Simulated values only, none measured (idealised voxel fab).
process module | voxel trench capacitor
cross-section cut | 250 nm wide | cells 5 nm
A cross-section is a grid of square cells, given in bands from the top down. A band is one or more rows of cells.
Each band's line starts with the height of the band's top and of its bottom, in nm. Then come its materials from left to right, each with its width in nm. One material with "throughout" fills the band from edge to edge. "air" is empty space.
Height 0 is the level under which the wafer as received is all one material. The lowest band goes on downwards, as in "0 down".
A width such as "30 to 40" changes by the same amount from each row of cells to the next, from the band's top row to its bottom row.
"no change" after a step means that no cell of the cross-section changed.
closed voids: empty space of 8 cells or more with no open way to the top, each as width x height at its distance from the left edge, in nm
after a step's settings: what the simulator itself notes on the step
overlay nm, on a step with a mask: how far to the right of its planned place the mask lay; to the left if negative
plan
1 op RECEIVE | material Si
2 op CONFORMAL_DEP | material SiN | thk nm 10
3 op PATTERN | tone open | mask id TRENCH | material resist | width nm 20 | pitch nm 40 | thk nm 20 | overlay nm 0
4 op DIRECTIONAL_ETCH | etch materials SiN | depth nm 10
5 op DIRECTIONAL_ETCH | etch materials Si | depth nm 35
6 op STRIP | etch materials resist
7 op CONFORMAL_DEP | material Al2O3 | thk nm 5
8 op FILL_DEP | material polySi | thk nm 5
9 op CMP | height nm 10
as received, after step 1
  0 down: Si throughout
  closed voids: none
a wafer at the end: this start, this plan, one mistake
  10 to 0: polySi 95 | Al2O3 5 | polySi 10 | Al2O3 5 | polySi 20 | Al2O3 5 | polySi 10 | Al2O3 5 | polySi 95
  0 to -20: Si 95 | Al2O3 5 | polySi 10 | Al2O3 5 | Si 20 | Al2O3 5 | polySi 10 | Al2O3 5 | Si 95
  -20 to -25: Si 95 | Al2O3 20 | Si 20 | Al2O3 20 | Si 95
  -25 down: Si throughout
  closed voids: none
what went wrong: step 2 ran as: op CONFORMAL_DEP | material polySi | thk nm 10
